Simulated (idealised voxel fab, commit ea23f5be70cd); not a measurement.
process module | voxel spacer lines
cross-section cut | 220 nm wide | cells 5 nm
A cross-section is a grid of square cells, given in bands from the top down. A band is one or more rows of cells.
Each band's line starts with the height of the band's top and of its bottom, in nm. Then come its materials from left to right, each with its width in nm. One material with "throughout" fills the band from edge to edge. "air" is empty space.
Height 0 is the level under which the wafer as received is all one material. The lowest band goes on downwards, as in "0 down".
A width such as "30 to 40" changes by the same amount from each row of cells to the next, from the band's top row to its bottom row.
"no change" after a step means that no cell of the cross-section changed.
closed voids: empty space of 8 cells or more with no open way to the top, each as width x height at its distance from the left edge, in nm
after a step's settings: what the simulator itself notes on the step
overlay nm, on a step with a mask: how far to the right of its planned place the mask lay; to the left if negative
plan
1 op RECEIVE | material Si
2 op CONFORMAL_DEP | material Al2O3 | thk nm 5
3 op DIRECTIONAL_DEP | material TiN | thk nm 15
4 op DIRECTIONAL_DEP | material aC | thk nm 25
5 op PATTERN | tone cover | mask id MANDREL | material resist | width nm 20 | pitch nm 70 | thk nm 35 | overlay nm -15
6 op DIRECTIONAL_ETCH | etch materials aC | depth nm 25
7 op STRIP | etch materials resist
8 op CONFORMAL_DEP | material SiO2 | thk nm 15
9 op DIRECTIONAL_ETCH | etch materials SiO2 | depth nm 15
10 op STRIP | etch materials aC
11 op DIRECTIONAL_ETCH | etch materials TiN | depth nm 15
12 op STRIP | etch materials SiO2
13 op FILL_DEP | material lowk | thk nm 10
14 op CMP | height nm 20
varied across the wafers: overlay nm of step 5. The plan shows the first wafer's value. All wafers start alike
first wafer as received, after step 1
  0 down: Si throughout
  closed voids: none
each wafer at the end: cells of each material gained (+) or lost (-) since it was received, then its closed voids
overlay nm -15 | +44 Al2O3 | +54 TiN | +78 lowk | closed voids: none
overlay nm -10 | +44 Al2O3 | +54 TiN | +78 lowk | closed voids: none
overlay nm -5 | +44 Al2O3 | +54 TiN | +78 lowk | closed voids: none
overlay nm 0 | +44 Al2O3 | +54 TiN | +78 lowk | closed voids: none
overlay nm 5 | +44 Al2O3 | +54 TiN | +78 lowk | closed voids: none
overlay nm 10 | +44 Al2O3 | +54 TiN | +78 lowk | closed voids: none
overlay nm 15 | +44 Al2O3 | +54 TiN | +78 lowk | closed voids: none
